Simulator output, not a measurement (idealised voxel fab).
The process module that follows is named voxel quadruple lines.
cross-section cut | 215 nm wide | cells 5 nm
Think of the cross-section as a grid of square cells. We describe it in bands, top to bottom, and each band covers one or more rows of those cells.
Band: top and bottom heights (nm) first, top before bottom; then materials from left to right, widths in nm. "full width" marks a sole material filling the band edge to edge. "empty" denotes empty space.
The level at which height equals 0 is the one under which the wafer, as it arrives, is entirely one material. No lower edge exists for the bottom band, which continues downward and is notated as in "0 down".
Think of "30 to 40" as a width that walks from the first number to the second as you go down the band, top row to bottom row, taking equal-sized steps from row to row.
Where the words "nothing different" appear for a step, the cross-section shows no cell changed by that step; every cell remained as before.
"Closed internal cavities" lists enclosed empty spaces (at least 8 cells, no open path upward to the top), each as width x height at distance from the left edge, in nm.
Whatever follows a step's settings on its line is a remark the simulator itself makes about that step.
"overlay nm" denotes, for a step that has a mask, the displacement of the mask to the right of its planned place, with negative values corresponding to the left.
[Steps in the process plan]
1. op RECEIVE | material Si
2. op CONFORMAL_DEP | material Al2O3 | thk nm 5
3. op DIRECTIONAL_DEP | material TiN | thk nm 10
4. op DIRECTIONAL_DEP | material polySi | thk nm 15
5. op DIRECTIONAL_DEP | material aC | thk nm 20
6. op PATTERN | tone cover | mask id MANDREL | material resist | width nm 35 | pitch nm 100 | thk nm 25 | overlay nm 0
7. op DIRECTIONAL_ETCH | etch materials aC | depth nm 20
8. op STRIP | etch materials resist
9. op CONFORMAL_DEP | material SiO2 | thk nm 15
10. op DIRECTIONAL_ETCH | etch materials SiO2 | depth nm 15
11. op STRIP | etch materials aC
12. op DIRECTIONAL_ETCH | etch materials polySi | depth nm 15
13. op STRIP | etch materials SiO2
14. op CONFORMAL_DEP | material SiCN | thk nm 10
15. op DIRECTIONAL_ETCH | etch materials SiCN | depth nm 5
16. op STRIP | etch materials polySi
17. op DIRECTIONAL_ETCH | etch materials TiN | depth nm 10
18. op STRIP | etch materials SiCN
19. op FILL_DEP | material lowk | thk nm 10
20. op CMP | height nm 15
Across this set of wafers, the varied parameter is the depth nm of step 15. Starting conditions are identical for every wafer, and the plan reports the value assigned to the first wafer.
[Sectional view: first of several wafers, as received, after step 1]
    0 down | Si full width
    Closed internal cavities: none
[Heads up, this table goes wafer by wafer. A row tells you, at the end of the module, how many cells of each material that wafer has put on (+) or dropped (-) since it was received, and then its closed voids]
depth nm 5, +43 Al2O3, +86 TiN, Closed internal cavities: none
depth nm 10, +43 Al2O3, +32 TiN, +54 lowk, Closed internal cavities: none
depth nm 15, +43 Al2O3, +32 TiN, +54 lowk, Closed internal cavities: none
depth nm 20, +43 Al2O3, +32 TiN, +54 lowk, Closed internal cavities: none
depth nm 25, +43 Al2O3, +86 lowk, Closed internal cavities: none
